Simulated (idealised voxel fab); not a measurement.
process module | voxel double patterning
cross-section cut | 205 nm wide | cells 5 nm
A cross-section is a grid of square cells, given in bands from the top down. A band is one or more rows of cells.
Each band's line starts with the height of the band's top and of its bottom, in nm. Then come its materials from left to right, each with its width in nm. One material with "throughout" fills the band from edge to edge. "air" is empty space.
Height 0 is the level under which the wafer as received is all one material. The lowest band goes on downwards, as in "0 down".
A width such as "30 to 40" changes by the same amount from each row of cells to the next, from the band's top row to its bottom row.
"no change" after a step means that no cell of the cross-section changed.
closed voids: empty space of 8 cells or more with no open way to the top, each as width x height at its distance from the left edge, in nm
after a step's settings: what the simulator itself notes on the step
overlay nm, on a step with a mask: how far to the right of its planned place the mask lay; to the left if negative
plan
1 op RECEIVE | material Si
2 op CONFORMAL_DEP | material SiO2 | thk nm 10
3 op DIRECTIONAL_DEP | material TiN | thk nm 10
4 op DIRECTIONAL_DEP | material SiN | thk nm 5
5 op MASKED_ETCH | tone open | mask id FIRST | width nm 15 | pitch nm 50 | etch materials SiN | depth nm 5 | overlay nm 0
6 op DIRECTIONAL_DEP | material aC | thk nm 15
7 op PATTERN | tone open | mask id SECOND | material resist | width nm 15 | pitch nm 50 | thk nm 30 | overlay nm 0
8 op DIRECTIONAL_ETCH | etch materials aC | depth nm 15
9 op STRIP | etch materials resist
10 op DIRECTIONAL_ETCH | etch materials SiN | depth nm 5
11 op STRIP | etch materials aC
12 op DIRECTIONAL_ETCH | etch materials TiN | depth nm 10
13 op STRIP | etch materials SiN
first wafer, as planned
as received, after step 1
  0 down: Si throughout
  closed voids: none
after step 2
  10 to 0: SiO2 throughout
  below 0: unchanged
after step 3
  20 to 10: TiN throughout
  below 10: unchanged
after step 4
  25 to 20: SiN throughout
  below 20: unchanged
after step 5
  25 to 20: SiN 45 | air 15 | SiN 35 | air 15 | SiN 35 | air 15 | SiN 45
  below 20: unchanged
after step 6
  40 to 35: aC 45 | air 15 | aC 35 | air 15 | aC 35 | air 15 | aC 45
  35 to 25: aC throughout
  25 to 20: SiN 45 | aC 15 | SiN 35 | aC 15 | SiN 35 | aC 15 | SiN 45
  below 20: unchanged
after step 7
  70 to 40: resist 70 | air 15 | resist 35 | air 15 | resist 70
  40 to 35: aC 45 | resist 15 | aC 35 | resist 15 | aC 35 | resist 15 | aC 45
  below 35: unchanged
after step 8
  55 to 40: resist 70 | air 15 | resist 35 | air 15 | resist 70
  40 to 35: aC 45 | resist 15 | aC 10 | air 15 | aC 10 | resist 15 | aC 10 | air 15 | aC 10 | resist 15 | aC 45
  35 to 25: aC 70 | air 15 | aC 35 | air 15 | aC 70
  below 25: unchanged
after step 9
  40 to 35: aC 45 | air 15 | aC 10 | air 15 | aC 10 | air 15 | aC 10 | air 15 | aC 10 | air 15 | aC 45
  below 35: unchanged
after step 10
  40 to 35: aC 45 | air 15 | aC 10 | air 15 | aC 10 | air 15 | aC 10 | air 15 | aC 10 | air 15 | aC 45
  35 to 25: aC 70 | air 15 | aC 35 | air 15 | aC 70
  25 to 20: SiN 45 | aC 15 | SiN 10 | air 15 | SiN 10 | aC 15 | SiN 10 | air 15 | SiN 10 | aC 15 | SiN 45
  below 20: unchanged
after step 11
  25 to 20: SiN 45 | air 15 | SiN 10 | air 15 | SiN 10 | air 15 | SiN 10 | air 15 | SiN 10 | air 15 | SiN 45
  below 20: unchanged
after step 12
  25 to 20: SiN 45 | air 15 | SiN 10 | air 15 | SiN 10 | air 15 | SiN 10 | air 15 | SiN 10 | air 15 | SiN 45
  20 to 10: TiN 45 | air 15 | TiN 10 | air 15 | TiN 10 | air 15 | TiN 10 | air 15 | TiN 10 | air 15 | TiN 45
  below 10: unchanged
after step 13
  20 to 10: TiN 45 | air 15 | TiN 10 | air 15 | TiN 10 | air 15 | TiN 10 | air 15 | TiN 10 | air 15 | TiN 45
  below 10: unchanged
second wafer: like start, like plan, one mistake. Through step 1 it matches the first wafer
when step 2 should have ended
  10 to 0: TiN throughout
  below 0: unchanged
when step 3 should have ended
  20 to 10: SiO2 throughout
  below 10: unchanged
when step 4 should have ended
  25 to 20: SiN throughout
  below 20: unchanged
when step 5 should have ended
  25 to 20: SiN 45 | air 15 | SiN 35 | air 15 | SiN 35 | air 15 | SiN 45
  below 20: unchanged
when step 6 should have ended
  40 to 35: aC 45 | air 15 | aC 35 | air 15 | aC 35 | air 15 | aC 45
  35 to 25: aC throughout
  25 to 20: SiN 45 | aC 15 | SiN 35 | aC 15 | SiN 35 | aC 15 | SiN 45
  below 20: unchanged
when step 7 should have ended
  70 to 40: resist 70 | air 15 | resist 35 | air 15 | resist 70
  40 to 35: aC 45 | resist 15 | aC 35 | resist 15 | aC 35 | resist 15 | aC 45
  below 35: unchanged
when step 8 should have ended
  55 to 40: resist 70 | air 15 | resist 35 | air 15 | resist 70
  40 to 35: aC 45 | resist 15 | aC 10 | air 15 | aC 10 | resist 15 | aC 10 | air 15 | aC 10 | resist 15 | aC 45
  35 to 25: aC 70 | air 15 | aC 35 | air 15 | aC 70
  below 25: unchanged
when step 9 should have ended
  40 to 35: aC 45 | air 15 | aC 10 | air 15 | aC 10 | air 15 | aC 10 | air 15 | aC 10 | air 15 | aC 45
  below 35: unchanged
when step 10 should have ended
  40 to 35: aC 45 | air 15 | aC 10 | air 15 | aC 10 | air 15 | aC 10 | air 15 | aC 10 | air 15 | aC 45
  35 to 25: aC 70 | air 15 | aC 35 | air 15 | aC 70
  25 to 20: SiN 45 | aC 15 | SiN 10 | air 15 | SiN 10 | aC 15 | SiN 10 | air 15 | SiN 10 | aC 15 | SiN 45
  below 20: unchanged
when step 11 should have ended
  25 to 20: SiN 45 | air 15 | SiN 10 | air 15 | SiN 10 | air 15 | SiN 10 | air 15 | SiN 10 | air 15 | SiN 45
  below 20: unchanged
when step 12 should have ended: no change
when step 13 should have ended
  20 to 10: SiO2 throughout
  below 10: unchanged
what went wrong: steps 2 and 3 were swapped
at the end the second wafer has, in cells: 30 more of TiN
